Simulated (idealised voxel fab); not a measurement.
Module name: voxel trench capacitor (process module)
Shown is cross-section cut, with a width of 210 nm and square cells of size 5 nm.
Cross-section spec: square-cell grid; bands listed top down; each band is one or more rows.
A band entry consists of two parts. The first gives the height of the band's top and the height of its bottom, in nm. The rest lists the band's materials from left to right, each with its width in nm. A single material labelled with the word "full width" fills the band from edge to edge, and the word "air" marks empty space.
All heights in this document are referenced to 0, defined as the level beneath which the wafer, as received, consists entirely of one material. The lowest band is not bounded below; it extends indefinitely downward and is written in the form "0..down".
Top row gets the first number, bottom row gets the second, and each row in between changes by the same step: that is how a band width like "30->40" works.
It should be understood that the words "nothing got changed", when stated for a given step, signify that the cross-section underwent no change in any of its cells during that step.
The label "Closed void listing" introduces a list of the empty spaces, 8 cells or larger, that have no open way up to the top; each entry in it reads width x height at distance, where the distance is taken from the left edge and all three are stated in nm.
On each step's line, the part that comes after the settings is the simulator's own comment on the step.
A step's line can hold "overlay nm"; with a mask on that step, the setting says how far right of the planned place the mask lay, while a negative setting says it lay to the left.
## The following list gives the planned process steps
1: RECEIVE with material Si
2: CONFORMAL_DEP with material SiN, thk nm 5
3: MASKED_ETCH with tone open, mask id TRENCH, width nm 30, pitch nm 60, etch materials SiN, depth nm 5, overlay nm 0
4: MASKED_ETCH with tone open, mask id TRENCH, width nm 30, pitch nm 60, etch materials Si, depth nm 30, overlay nm 0
5: CONFORMAL_DEP with material Al2O3, thk nm 5
6: CONFORMAL_DEP with material TiN, thk nm 5
7: FILL_DEP with material W, thk nm 10
8: CMP with height nm 5
## The following pertains to the first of two wafers, which was processed as planned
## Received-state cross-section, reflecting completion of step 1
> 0..down | Si full width
> Closed void listing: none
## So this is the wafer cross-section right after step 2
> 5..0 | SiN full width
> Whatever lies below 0 is exactly as it was before.
## So this is the wafer cross-section right after step 3
> 5..0 | 30 of SiN  30 of air  30 of SiN  30 of air  30 of SiN  30 of air  30 of SiN
> Whatever lies below 0 is exactly as it was before.
## So this is the wafer cross-section right after step 4
> 5..0 | 30 of SiN  30 of air  30 of SiN  30 of air  30 of SiN  30 of air  30 of SiN
> 0..-30 | 30 of Si  30 of air  30 of Si  30 of air  30 of Si  30 of air  30 of Si
> Whatever lies below -30 is exactly as it was before.
## So this is the wafer cross-section right after step 5
> 10..5 | 35 of Al2O3  20 of air  40 of Al2O3  20 of air  40 of Al2O3  20 of air  35 of Al2O3
> 5..0 | 30 of SiN  5 of Al2O3  20 of air  5 of Al2O3  30 of SiN  5 of Al2O3  20 of air  5 of Al2O3  30 of SiN  5 of Al2O3  20 of air  5 of Al2O3  30 of SiN
> 0..-25 | 30 of Si  5 of Al2O3  20 of air  5 of Al2O3  30 of Si  5 of Al2O3  20 of air  5 of Al2O3  30 of Si  5 of Al2O3  20 of air  5 of Al2O3  30 of Si
> -25..-30 | 30 of Si  30 of Al2O3  30 of Si  30 of Al2O3  30 of Si  30 of Al2O3  30 of Si
> Whatever lies below -30 is exactly as it was before.
## So this is the wafer cross-section right after step 6
> 15..10 | 40 of TiN  10 of air  50 of TiN  10 of air  50 of TiN  10 of air  40 of TiN
> 10..5 | 35 of Al2O3  5 of TiN  10 of air  5 of TiN  40 of Al2O3  5 of TiN  10 of air  5 of TiN  40 of Al2O3  5 of TiN  10 of air  5 of TiN  35 of Al2O3
> 5..0 | 30 of SiN  5 of Al2O3  5 of TiN  10 of air  5 of TiN  5 of Al2O3  30 of SiN  5 of Al2O3  5 of TiN  10 of air  5 of TiN  5 of Al2O3  30 of SiN  5 of Al2O3  5 of TiN  10 of air  5 of TiN  5 of Al2O3  30 of SiN
> 0..-20 | 30 of Si  5 of Al2O3  5 of TiN  10 of air  5 of TiN  5 of Al2O3  30 of Si  5 of Al2O3  5 of TiN  10 of air  5 of TiN  5 of Al2O3  30 of Si  5 of Al2O3  5 of TiN  10 of air  5 of TiN  5 of Al2O3  30 of Si
> -20..-25 | 30 of Si  5 of Al2O3  20 of TiN  5 of Al2O3  30 of Si  5 of Al2O3  20 of TiN  5 of Al2O3  30 of Si  5 of Al2O3  20 of TiN  5 of Al2O3  30 of Si
> Whatever lies below -25 is exactly as it was before.
## So this is the wafer cross-section right after step 7
> 25..15 | W full width
> 15..10 | 40 of TiN  10 of W  50 of TiN  10 of W  50 of TiN  10 of W  40 of TiN
> 10..5 | 35 of Al2O3  5 of TiN  10 of W  5 of TiN  40 of Al2O3  5 of TiN  10 of W  5 of TiN  40 of Al2O3  5 of TiN  10 of W  5 of TiN  35 of Al2O3
> 5..0 | 30 of SiN  5 of Al2O3  5 of TiN  10 of W  5 of TiN  5 of Al2O3  30 of SiN  5 of Al2O3  5 of TiN  10 of W  5 of TiN  5 of Al2O3  30 of SiN  5 of Al2O3  5 of TiN  10 of W  5 of TiN  5 of Al2O3  30 of SiN
> 0..-20 | 30 of Si  5 of Al2O3  5 of TiN  10 of W  5 of TiN  5 of Al2O3  30 of Si  5 of Al2O3  5 of TiN  10 of W  5 of TiN  5 of Al2O3  30 of Si  5 of Al2O3  5 of TiN  10 of W  5 of TiN  5 of Al2O3  30 of Si
> Whatever lies below -20 is exactly as it was before.
## So this is the wafer cross-section right after step 8
> 5..0 | 30 of SiN  5 of Al2O3  5 of TiN  10 of W  5 of TiN  5 of Al2O3  30 of SiN  5 of Al2O3  5 of TiN  10 of W  5 of TiN  5 of Al2O3  30 of SiN  5 of Al2O3  5 of TiN  10 of W  5 of TiN  5 of Al2O3  30 of SiN
> Whatever lies below 0 is exactly as it was before.
## Second wafer: same start and same plan as the first, one execution error; identical to the first through step 2
## Second wafer: cross-section at the scheduled end of step 3
> 5..0 | 30 of air  30 of SiN  30 of air  30 of SiN  30 of air  30 of SiN  30 of air
> Whatever lies below 0 is exactly as it was before.
Second wafer: cross-section at the scheduled end of step 4: nothing got changed
## Second wafer: cross-section at the scheduled end of step 5
> 10..5 | 25 of air  40 of Al2O3  20 of air  40 of Al2O3  20 of air  40 of Al2O3  25 of air
> 5..0 | 30 of Al2O3  30 of SiN  30 of Al2O3  30 of SiN  30 of Al2O3  30 of SiN  30 of Al2O3
> Whatever lies below 0 is exactly as it was before.
## Second wafer: cross-section at the scheduled end of step 6
> 15..10 | 20 of air  50 of TiN  10 of air  50 of TiN  10 of air  50 of TiN  20 of air
> 10..5 | 25 of TiN  40 of Al2O3  20 of TiN  40 of Al2O3  20 of TiN  40 of Al2O3  25 of TiN
> Whatever lies below 5 is exactly as it was before.
## Second wafer: cross-section at the scheduled end of step 7
> 25..15 | W full width
> 15..10 | 20 of W  50 of TiN  10 of W  50 of TiN  10 of W  50 of TiN  20 of W
> Whatever lies below 10 is exactly as it was before.
## Second wafer: cross-section at the scheduled end of step 8
> 5..0 | 30 of Al2O3  30 of SiN  30 of Al2O3  30 of SiN  30 of Al2O3  30 of SiN  30 of Al2O3
> Whatever lies below 0 is exactly as it was before.
Plan not followed: step 3 was processed under conditions differing from the plan, specifically as MASKED_ETCH with tone cover, mask id TRENCH, width nm 30, pitch nm 60, etch materials SiN, depth nm 5, overlay nm 0
Per the end-of-run cell counts, the second wafer holds more or fewer of some materials than the first: Al2O3 -30; Si +108; SiN -6; TiN -42; W -30
